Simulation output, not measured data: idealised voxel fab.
Module name: voxel wiring stack (process module)
Section cut is 210 nm wide and gridded with 5 nm square cells.
Each cross-section below is a grid of square cells, stated as bands in top-down order, with one or more rows of cells making up each band.
Basically the band line says how high the top is and how high the bottom is, in nm, and then what's in it from left to right, every material with its width in nm. Empty space shows up as "air", and if a single material carries "throughout" it runs the full band edge to edge.
Measure heights from 0. That's the level where, below it, the as-received wafer is all one material. The lowest band is bottomless and extends downward; write it as in "0..down".
The two numbers in a width such as "30 to 40" mark its ends across the band: the first belongs to the top row of cells, the second to the bottom row, and from each row to the next the width moves by the same amount.
Take "no alteration" at face value: in the step it is given for, the cross-section changed in none of its cells.
"Enclosed void listing" means: voids of 8 cells or more that are shut off from the top with no open way through. Written width x height at distance, distance from the left edge, in nm.
If you see something after the settings on a step's line, that's the simulator's own remark about that step.
A step line may carry the setting "overlay nm", which, for steps involving a mask, states the distance by which the mask lay to the right of its intended position; negative values denote displacement to the left.
**This section lists the process steps that were planned**
1: RECEIVE, material Si
2: CONFORMAL_DEP, material SiO2, thk nm 10
3: CONFORMAL_DEP, material SiN, thk nm 5
4: DIRECTIONAL_DEP, material lowk, thk nm 25
5: DIRECTIONAL_DEP, material aC, thk nm 15
6: PATTERN, tone open, mask id METAL_1, material resist, width nm 30, pitch nm 45, thk nm 30, overlay nm 0
7: DIRECTIONAL_ETCH, etch materials aC, depth nm 15
8: STRIP, etch materials resist
9: DIRECTIONAL_ETCH, etch materials lowk, depth nm 25
10: DIRECTIONAL_ETCH, etch materials SiN, depth nm 5
11: STRIP, etch materials aC
12: CONFORMAL_DEP, material TiN, thk nm 5
13: FILL_DEP, material Cu, thk nm 5
14: CMP, height nm 40
15: CONFORMAL_DEP, material SiCN, thk nm 5
16: DIRECTIONAL_DEP, material lowk, thk nm 35
17: DIRECTIONAL_DEP, material aC, thk nm 15
18: PATTERN, tone open, mask id METAL_2_HOLES, material resist, width nm 15, thk nm 35, overlay nm 0
19: DIRECTIONAL_ETCH, etch materials aC, depth nm 15
20: STRIP, etch materials resist
21: DIRECTIONAL_ETCH, etch materials lowk, depth nm 35
22: STRIP, etch materials aC
23: DIRECTIONAL_DEP, material aC, thk nm 15
24: PATTERN, tone open, mask id METAL_2, material resist, width nm 30, pitch nm 45, thk nm 30, overlay nm 0
25: DIRECTIONAL_ETCH, etch materials aC, depth nm 15
26: STRIP, etch materials resist
27: DIRECTIONAL_ETCH, etch materials lowk, depth nm 20
28: DIRECTIONAL_ETCH, etch materials SiCN, depth nm 5
29: STRIP, etch materials aC
30: CONFORMAL_DEP, material TiN, thk nm 5
31: FILL_DEP, material Cu, thk nm 5
32: CMP, height nm 80
33: CONFORMAL_DEP, material SiCN, thk nm 5
34: DIRECTIONAL_DEP, material SiO2, thk nm 15
35: MASKED_ETCH, tone open, mask id PLUG_2, width nm 15, etch materials SiO2, depth nm 15, overlay nm 0
36: MASKED_ETCH, tone open, mask id PLUG_2, width nm 15, etch materials SiCN, depth nm 5, overlay nm 0
37: EPI, material Ru, thk nm 10
38: EPI, material Ru, thk nm 10
39: CONFORMAL_DEP, material SiN, thk nm 5
40: DIRECTIONAL_DEP, material lowk, thk nm 20
41: PATTERN, tone open, mask id METAL_3, material resist, width nm 30, pitch nm 45, thk nm 20, overlay nm 0
42: DIRECTIONAL_ETCH, etch materials lowk, depth nm 20
43: DIRECTIONAL_ETCH, etch materials SiN, depth nm 5
44: STRIP, etch materials resist
45: CONFORMAL_DEP, material TiN, thk nm 5
46: FILL_DEP, material W, thk nm 5
47: CMP, height nm 125
48: CONFORMAL_DEP, material SiCN, thk nm 5
**Cross-section of the incoming wafer, state after step 1**
0..down | Si throughout
Enclosed void listing: none
**One mistake in running the module, otherwise start and plan as above: cross-section at the end**
130..125 | SiCN throughout
125..105 | lowk 65 | TiN 5 | W 20 | TiN 5 | lowk 15 | TiN 5 | W 20 | TiN 5 | lowk 70
105..100 | SiN 65 | TiN 30 | SiN 15 | TiN 30 | SiN 70
100..85 | SiO2 65 | Ru 15 | SiO2 130
85..80 | SiCN 65 | Ru 15 | SiCN 130
80..65 | lowk 65 | TiN 5 | Cu 20 | TiN 5 | lowk 15 | TiN 5 | Cu 20 | TiN 5 | lowk 70
65..60 | lowk 65 | TiN 5 | Cu 5 | TiN 20 | lowk 15 | TiN 30 | lowk 70
60..45 | lowk 65 | TiN 5 | Cu 5 | TiN 5 | lowk 130
45..40 | SiCN 65 | TiN 15 | SiCN 130
40..25 | lowk 65 | TiN 5 | Cu 20 | TiN 5 | lowk 15 | TiN 5 | Cu 20 | TiN 5 | lowk 70
25..20 | SiN 65 | TiN 30 | SiN 15 | TiN 30 | SiN 70
20..10 | SiN throughout
10..0 | SiO2 throughout
0..down | Si throughout
Enclosed void listing: none
Heads up, the wafer didn't run the way we planned it: step 3: run off-plan, actual operation and settings CONFORMAL_DEP, material SiN, thk nm 15
